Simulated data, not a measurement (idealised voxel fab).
process module | voxel wiring stack
cross-section cut | 295 nm wide | cells 5 nm
A cross-section is a grid of square cells, given in bands from the top down. A band is one or more rows of cells.
Each band's line starts with the height of the band's top and of its bottom, in nm. Then come its materials from left to right, each with its width in nm. One material with "throughout" fills the band from edge to edge. "air" is empty space.
Height 0 is the level under which the wafer as received is all one material. The lowest band goes on downwards, as in "0 down".
A width such as "30 to 40" changes by the same amount from each row of cells to the next, from the band's top row to its bottom row.
"no change" after a step means that no cell of the cross-section changed.
closed voids: empty space of 8 cells or more with no open way to the top, each as width x height at its distance from the left edge, in nm
after a step's settings: what the simulator itself notes on the step
overlay nm, on a step with a mask: how far to the right of its planned place the mask lay; to the left if negative
plan
1 op RECEIVE | material Si
2 op CONFORMAL_DEP | material SiO2 | thk nm 10
3 op DIRECTIONAL_DEP | material TiN | thk nm 5
4 op DIRECTIONAL_DEP | material Ru | thk nm 25
5 op MASKED_ETCH | tone cover | mask id METAL_1 | width nm 30 | pitch nm 55 | etch materials Ru | depth nm 25 | overlay nm 0
6 op MASKED_ETCH | tone cover | mask id METAL_1 | width nm 30 | pitch nm 55 | etch materials TiN | depth nm 5 | overlay nm 0
7 op FILL_DEP | material SiO2 | thk nm 10
8 op CMP | height nm 40
9 op CONFORMAL_DEP | material SiCN | thk nm 5
10 op DIRECTIONAL_DEP | material lowk | thk nm 20
11 op PATTERN | tone open | mask id PLUG_1 | material resist | width nm 15 | pitch nm 110 | thk nm 20 | overlay nm 0
12 op DIRECTIONAL_ETCH | etch materials lowk | depth nm 20
13 op DIRECTIONAL_ETCH | etch materials SiCN | depth nm 5
14 op STRIP | etch materials resist
15 op EPI | material Ru | thk nm 10
16 op EPI | material Ru | thk nm 10
17 op EPI | material Ru | thk nm 5
18 op DIRECTIONAL_DEP | material TiN | thk nm 5
19 op DIRECTIONAL_DEP | material W | thk nm 20
20 op DIRECTIONAL_DEP | material aC | thk nm 15
21 op PATTERN | tone cover | mask id METAL_2 | material resist | width nm 30 | pitch nm 55 | thk nm 35 | overlay nm 0
22 op DIRECTIONAL_ETCH | etch materials aC | depth nm 15
23 op STRIP | etch materials resist
24 op DIRECTIONAL_ETCH | etch materials W | depth nm 20
25 op DIRECTIONAL_ETCH | etch materials TiN | depth nm 5
26 op STRIP | etch materials aC
27 op FILL_DEP | material SiO2 | thk nm 5
28 op CMP | height nm 90
29 op CONFORMAL_DEP | material SiCN | thk nm 5
as received, after step 1
  0 down: Si throughout
  closed voids: none
first wafer at the end, as planned
  95 to 90: SiCN throughout
  90 to 70: SiO2 75 | W 30 | SiO2 25 | W 30 | SiO2 25 | W 30 | SiO2 80
  70 to 65: SiO2 75 | TiN 30 | SiO2 25 | TiN 30 | SiO2 25 | TiN 30 | SiO2 80
  65 to 45: lowk 75 | Ru 15 | lowk 95 | Ru 15 | lowk 95
  45 to 40: SiCN 75 | Ru 15 | SiCN 95 | Ru 15 | SiCN 95
  40 to 15: SiO2 75 | Ru 30 | SiO2 25 | Ru 30 | SiO2 25 | Ru 30 | SiO2 80
  15 to 10: SiO2 75 | TiN 30 | SiO2 25 | TiN 30 | SiO2 25 | TiN 30 | SiO2 80
  10 to 0: SiO2 throughout
  0 down: Si throughout
  closed voids: none
second wafer at the end: like start, like plan, one mistake
  95 to 90: SiCN throughout
  90 to 70: SiO2 75 | W 30 | SiO2 25 | W 30 | SiO2 25 | W 30 | SiO2 80
  70 to 65: SiO2 75 | TiN 30 | SiO2 25 | TiN 30 | SiO2 25 | TiN 30 | SiO2 80
  65 to 45: lowk 75 | Ru 15 | lowk 95 | Ru 15 | lowk 95
  45 to 40: SiCN 75 | Ru 15 | SiCN 95 | Ru 15 | SiCN 95
  40 to 15: SiO2 70 | Ru 40 | SiO2 15 | Ru 40 | SiO2 15 | Ru 40 | SiO2 75
  15 to 10: SiO2 70 | TiN 40 | SiO2 15 | TiN 40 | SiO2 15 | TiN 40 | SiO2 75
  10 to 0: SiO2 throughout
  0 down: Si throughout
  closed voids: none
what went wrong: step 5 ran as: op MASKED_ETCH | tone cover | mask id METAL_1 | width nm 40 | pitch nm 55 | etch materials Ru | depth nm 25 | overlay nm 0
at the end the second wafer has, in cells: 30 more of Ru | 36 fewer of SiO2 | 6 more of TiN
